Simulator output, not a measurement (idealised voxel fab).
This section sets out a process module, namely voxel trench capacitor.
Xsec cut, 145 nm wide, square cell size 5 nm.
In what follows, cross-sections appear as grids of square cells, described through bands that run from the top down, where every band is one or more rows of cells. Band: top height; bottom height; in nm. Then, left to right: material with width in nm, for each material. "full width": a single material spanning edge to edge. "blank": empty space. Height datum 0, below which the as-received substrate wafer is one material. Lowest band open at the bottom, running downward: "0..down". Think of "30->40" as a width that walks from the first number to the second as you go down the band, top row to bottom row, taking equal-sized steps from row to row. A step reported as "remained the same" is a step in which no cell of the cross-section changed. "Closed-off voids" contains a list of empty spaces, each no smaller than 8 cells and without an open way to the top, written in the form width x height at distance with the distance from the left edge and all three in nm. What comes after the settings on a step's line is commentary from the simulator itself on that step. A step's line can hold "overlay nm"; with a mask on that step, the setting says how far right of the planned place the mask lay, while a negative setting says it lay to the left.

Process steps - plan
1: RECEIVE: material Si
2: CONFORMAL_DEP: material SiN, thk nm 10
3: MASKED_ETCH: tone open, mask id TRENCH, width nm 30, pitch nm 45, etch materials SiN, depth nm 10, overlay nm 0
4: MASKED_ETCH: tone open, mask id TRENCH, width nm 30, pitch nm 45, etch materials Si, depth nm 25, overlay nm 0
5: CONFORMAL_DEP: material Al2O3, thk nm 5
6: CONFORMAL_DEP: material TiN, thk nm 5
7: FILL_DEP: material W, thk nm 10
8: CMP: height nm 10

As-received wafer cross-section (after step 1)
0..down: Si full width
Closed-off voids: none

Here's the cross-section of the first of our two wafers at the end of the module - it ran as planned
10..0: 35 nm SiN  5 nm Al2O3  5 nm TiN  10 nm W  5 nm TiN  5 nm Al2O3  15 nm SiN  5 nm Al2O3  5 nm TiN  10 nm W  5 nm TiN  5 nm Al2O3  35 nm SiN
0..-15: 35 nm Si  5 nm Al2O3  5 nm TiN  10 nm W  5 nm TiN  5 nm Al2O3  15 nm Si  5 nm Al2O3  5 nm TiN  10 nm W  5 nm TiN  5 nm Al2O3  35 nm Si
-15..-20: 35 nm Si  5 nm Al2O3  20 nm TiN  5 nm Al2O3  15 nm Si  5 nm Al2O3  20 nm TiN  5 nm Al2O3  35 nm Si
-20..-25: 35 nm Si  30 nm Al2O3  15 nm Si  30 nm Al2O3  35 nm Si
-25..down: Si full width
Closed-off voids: none

End-of-module cross-section of the second wafer: identical starting point and process plan to the first, with one processing mistake
10..0: 40 nm SiN  5 nm Al2O3  10 nm TiN  5 nm Al2O3  25 nm SiN  5 nm Al2O3  10 nm TiN  5 nm Al2O3  40 nm SiN
0..-20: 40 nm Si  5 nm Al2O3  10 nm TiN  5 nm Al2O3  25 nm Si  5 nm Al2O3  10 nm TiN  5 nm Al2O3  40 nm Si
-20..-25: 40 nm Si  20 nm Al2O3  25 nm Si  20 nm Al2O3  40 nm Si
-25..down: Si full width
Closed-off voids: none
What went wrong in running the wafer? step 3 off recipe, ran as MASKED_ETCH: tone open, mask id TRENCH, width nm 20, pitch nm 45, etch materials SiN, depth nm 10, overlay nm 0
The final cell counts differ between the wafers, with the second having more or fewer of some materials than the first: -4 Al2O3 | +20 Si | +8 SiN | -4 TiN | -20 W
